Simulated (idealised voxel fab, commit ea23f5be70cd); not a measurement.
process module | voxel trench capacitor
cross-section cut | 230 nm wide | cells 5 nm
A cross-section is a grid of square cells, given in bands from the top down. A band is one or more rows of cells.
Each band's line starts with the height of the band's top and of its bottom, in nm. Then come its materials from left to right, each with its width in nm. One material with "throughout" fills the band from edge to edge. "air" is empty space.
Height 0 is the level under which the wafer as received is all one material. The lowest band goes on downwards, as in "0 down".
A width such as "30 to 40" changes by the same amount from each row of cells to the next, from the band's top row to its bottom row.
"no change" after a step means that no cell of the cross-section changed.
closed voids: empty space of 8 cells or more with no open way to the top, each as width x height at its distance from the left edge, in nm
after a step's settings: what the simulator itself notes on the step
overlay nm, on a step with a mask: how far to the right of its planned place the mask lay; to the left if negative
plan
1 op RECEIVE | material Si
2 op CONFORMAL_DEP | material SiN | thk nm 10
3 op MASKED_ETCH | tone open | mask id TRENCH | width nm 20 | pitch nm 45 | etch materials SiN | depth nm 10 | overlay nm 0
4 op MASKED_ETCH | tone open | mask id TRENCH | width nm 20 | pitch nm 45 | etch materials Si | depth nm 25 | overlay nm 0
5 op CONFORMAL_DEP | material SiO2 | thk nm 5
6 op FILL_DEP | material polySi | thk nm 10
7 op CMP | height nm 10
as received, after step 1
  0 down: Si throughout
  closed voids: none
first wafer at the end, as planned
  10 to 0: SiN 60 | SiO2 5 | polySi 10 | SiO2 5 | SiN 25 | SiO2 5 | polySi 10 | SiO2 5 | SiN 25 | SiO2 5 | polySi 10 | SiO2 5 | SiN 60
  0 to -20: Si 60 | SiO2 5 | polySi 10 | SiO2 5 | Si 25 | SiO2 5 | polySi 10 | SiO2 5 | Si 25 | SiO2 5 | polySi 10 | SiO2 5 | Si 60
  -20 to -25: Si 60 | SiO2 20 | Si 25 | SiO2 20 | Si 25 | SiO2 20 | Si 60
  -25 down: Si throughout
  closed voids: none
second wafer at the end: like start, like plan, one mistake
  10 to 0: SiN 65 | polySi 10 | SiN 35 | polySi 10 | SiN 35 | polySi 10 | SiN 65
  0 to -20: Si 60 | SiN 5 | polySi 10 | SiN 5 | Si 25 | SiN 5 | polySi 10 | SiN 5 | Si 25 | SiN 5 | polySi 10 | SiN 5 | Si 60
  -20 to -25: Si 60 | SiN 20 | Si 25 | SiN 20 | Si 25 | SiN 20 | Si 60
  -25 down: Si throughout
  closed voids: none
what went wrong: step 5 ran as: op CONFORMAL_DEP | material SiN | thk nm 5
at the end the second wafer has, in cells: 48 more of SiN | 48 fewer of SiO2
